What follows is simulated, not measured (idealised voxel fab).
Process module in this document: voxel wiring stack
It is cross-section cut that appears here, measuring 185 nm in width, its square cells being 5 nm in size.
Reading order for cross-sections: top band down to bottom band. Underlying form: a grid of square cells. Band size: one or more rows of cells.
First you get the band's top height and its bottom height, in nm, and then the materials it's made of, left to right, with each width in nm. If you see a single material with "throughout", that one covers the band edge to edge. "empty" is empty space.
Heads up on the height convention: 0 is the point under which the incoming wafer is all one material, and the lowest band has no bottom, it just keeps going down, like "top 0, no bottom".
Per-row width for "30->40": begins at first number (top row of band), ends at second number (bottom row), increment between rows held constant.
The designation "identical to before", where it is given for a processing step, indicates that no cell of the cross-section was altered in the course of that step.
Entry "Enclosed cavities". Content: empty spaces with no open connection to the top, size 8 cells or greater. Each: width x height at distance. Distance: from left edge. Unit: nm.
Anything after a step's settings on that line? It's the simulator's own note about the step.
overlay nm, on a step with a mask: how far to the right of its planned place the mask lay; to the left if negative

The steps planned for the process are as follows
1,RECEIVE: material Si
2,CONFORMAL_DEP: material SiO2, thk nm 15
3,DIRECTIONAL_DEP: material TiN, thk nm 5
4,DIRECTIONAL_DEP: material Ru, thk nm 25
5,PATTERN: tone cover, mask id METAL_1, material resist, width nm 30, pitch nm 45, thk nm 15, overlay nm 0
6,DIRECTIONAL_ETCH: etch materials Ru, depth nm 25
7,DIRECTIONAL_ETCH: etch materials TiN, depth nm 5
8,STRIP: etch materials resist
9,CONFORMAL_DEP: material SiCN, thk nm 5
10,FILL_DEP: material SiO2, thk nm 5
11,CMP: height nm 45
12,CONFORMAL_DEP: material SiCN, thk nm 5
13,DIRECTIONAL_DEP: material lowk, thk nm 10
14,DIRECTIONAL_DEP: material aC, thk nm 15
15,PATTERN: tone open, mask id PLUG_1, material resist, width nm 15, pitch nm 90, thk nm 30, overlay nm 0
16,DIRECTIONAL_ETCH: etch materials aC, depth nm 15
17,STRIP: etch materials resist
18,DIRECTIONAL_ETCH: etch materials lowk, depth nm 10
19,DIRECTIONAL_ETCH: etch materials SiCN, depth nm 5
20,STRIP: etch materials aC
21,EPI: material Ru, thk nm 10
22,EPI: material Ru, thk nm 5
23,CONFORMAL_DEP: material SiN, thk nm 5
24,DIRECTIONAL_DEP: material lowk, thk nm 25
25,MASKED_ETCH: tone open, mask id METAL_2, width nm 30, pitch nm 45, etch materials lowk, depth nm 25, overlay nm 0
26,MASKED_ETCH: tone open, mask id METAL_2, width nm 30, pitch nm 45, etch materials SiN, depth nm 5, overlay nm 0
27,CONFORMAL_DEP: material TiN, thk nm 5
28,FILL_DEP: material Cu, thk nm 5
29,CMP: height nm 90
30,EPI: material Ru, thk nm 5
31,FILL_DEP: material SiCN, thk nm 5
32,DIRECTIONAL_DEP: material lowk, thk nm 25
33,DIRECTIONAL_DEP: material aC, thk nm 15
34,PATTERN: tone open, mask id METAL_3_HOLES, material resist, width nm 15, pitch nm 45, thk nm 35, overlay nm 0
35,DIRECTIONAL_ETCH: etch materials aC, depth nm 15
36,STRIP: etch materials resist
37,DIRECTIONAL_ETCH: etch materials lowk, depth nm 25
38,STRIP: etch materials aC
39,DIRECTIONAL_DEP: material aC, thk nm 10
40,PATTERN: tone open, mask id METAL_3, material resist, width nm 30, pitch nm 45, thk nm 30, overlay nm 0
41,DIRECTIONAL_ETCH: etch materials aC, depth nm 10
42,STRIP: etch materials resist
43,DIRECTIONAL_ETCH: etch materials lowk, depth nm 15
44,DIRECTIONAL_ETCH: etch materials SiCN, depth nm 5
45,STRIP: etch materials aC
46,CONFORMAL_DEP: material TiN, thk nm 5
47,FILL_DEP: material Cu, thk nm 10
48,CMP: height nm 125
49,CONFORMAL_DEP: material SiN, thk nm 5

Cross-section of the incoming wafer, state after step 1
> top 0, no bottom  Si throughout
> Enclosed cavities: none

End-of-module XS, first of two wafers, run as planned
> top 130, bottom 125  SiN throughout
> top 125, bottom 115  lowk=30, then TiN=5, then Cu=20, then TiN=5, then lowk=15, then TiN=5, then Cu=20, then TiN=5, then lowk=15, then TiN=5, then Cu=20, then TiN=5, then lowk=35
> top 115, bottom 110  lowk=30, then TiN=5, then Cu=5, then TiN=20, then lowk=15, then TiN=5, then Cu=5, then TiN=20, then lowk=15, then TiN=5, then Cu=5, then TiN=20, then lowk=35
> top 110, bottom 100  lowk=30, then TiN=5, then Cu=5, then TiN=5, then lowk=30, then TiN=5, then Cu=5, then TiN=5, then lowk=30, then TiN=5, then Cu=5, then TiN=5, then lowk=50
> top 100, bottom 95  SiCN=30, then TiN=15, then SiCN=30, then TiN=15, then SiCN=30, then TiN=15, then SiCN=50
> top 95, bottom 90  SiCN=25, then Ru=40, then SiCN=5, then Ru=40, then SiCN=5, then Ru=40, then SiCN=30
> top 90, bottom 65  lowk=30, then TiN=5, then Cu=20, then TiN=5, then lowk=15, then TiN=5, then Cu=20, then TiN=5, then lowk=15, then TiN=5, then Cu=20, then TiN=5, then lowk=35
> top 65, bottom 60  SiN=30, then TiN=30, then SiN=15, then TiN=30, then SiN=15, then TiN=30, then SiN=35
> top 60, bottom 50  lowk=30, then Ru=15, then lowk=75, then Ru=15, then lowk=50
> top 50, bottom 45  SiCN=30, then Ru=15, then SiCN=75, then Ru=15, then SiCN=50
> top 45, bottom 20  SiO2=25, then SiCN=5, then Ru=30, then SiCN=5, then SiO2=5, then SiCN=5, then Ru=30, then SiCN=5, then SiO2=5, then SiCN=5, then Ru=30, then SiCN=5, then SiO2=30
> top 20, bottom 15  SiCN=30, then TiN=30, then SiCN=15, then TiN=30, then SiCN=15, then TiN=30, then SiCN=35
> top 15, bottom 0  SiO2 throughout
> top 0, no bottom  Si throughout
> Enclosed cavities: none

So this is wafer number two of the two, cut at the end of the module - it started where the first did and had the same plan, we just got one thing wrong running it
> top 120, bottom 115  SiN throughout
> top 115, bottom 110  lowk=30, then TiN=5, then Cu=5, then TiN=20, then lowk=15, then TiN=5, then Cu=5, then TiN=20, then lowk=15, then TiN=5, then Cu=5, then TiN=20, then lowk=35
> top 110, bottom 100  lowk=30, then TiN=5, then Cu=5, then TiN=5, then lowk=30, then TiN=5, then Cu=5, then TiN=5, then lowk=30, then TiN=5, then Cu=5, then TiN=5, then lowk=50
> top 100, bottom 95  SiCN=30, then TiN=15, then SiCN=30, then TiN=15, then SiCN=30, then TiN=15, then SiCN=50
> top 95, bottom 90  SiCN=25, then Ru=40, then SiCN=5, then Ru=40, then SiCN=5, then Ru=40, then SiCN=30
> top 90, bottom 65  lowk=30, then TiN=5, then Cu=20, then TiN=5, then lowk=15, then TiN=5, then Cu=20, then TiN=5, then lowk=15, then TiN=5, then Cu=20, then TiN=5, then lowk=35
> top 65, bottom 60  SiN=30, then TiN=30, then SiN=15, then TiN=30, then SiN=15, then TiN=30, then SiN=35
> top 60, bottom 50  lowk=30, then Ru=15, then lowk=75, then Ru=15, then lowk=50
> top 50, bottom 45  SiCN=30, then Ru=15, then SiCN=75, then Ru=15, then SiCN=50
> top 45, bottom 20  SiO2=25, then SiCN=5, then Ru=30, then SiCN=5, then SiO2=5, then SiCN=5, then Ru=30, then SiCN=5, then SiO2=5, then SiCN=5, then Ru=30, then SiCN=5, then SiO2=30
> top 20, bottom 15  SiCN=30, then TiN=30, then SiCN=15, then TiN=30, then SiCN=15, then TiN=30, then SiCN=35
> top 15, bottom 0  SiO2 throughout
> top 0, no bottom  Si throughout
> Enclosed cavities: none
Heads up, the wafer didn't run the way we planned it: in deviation from the planned setting, step 48 was conducted as CMP: height nm 115
At the finish, the second wafer shows more or fewer cells for some materials than the first does: 24 fewer of Cu; 12 fewer of TiN; 38 fewer of lowk
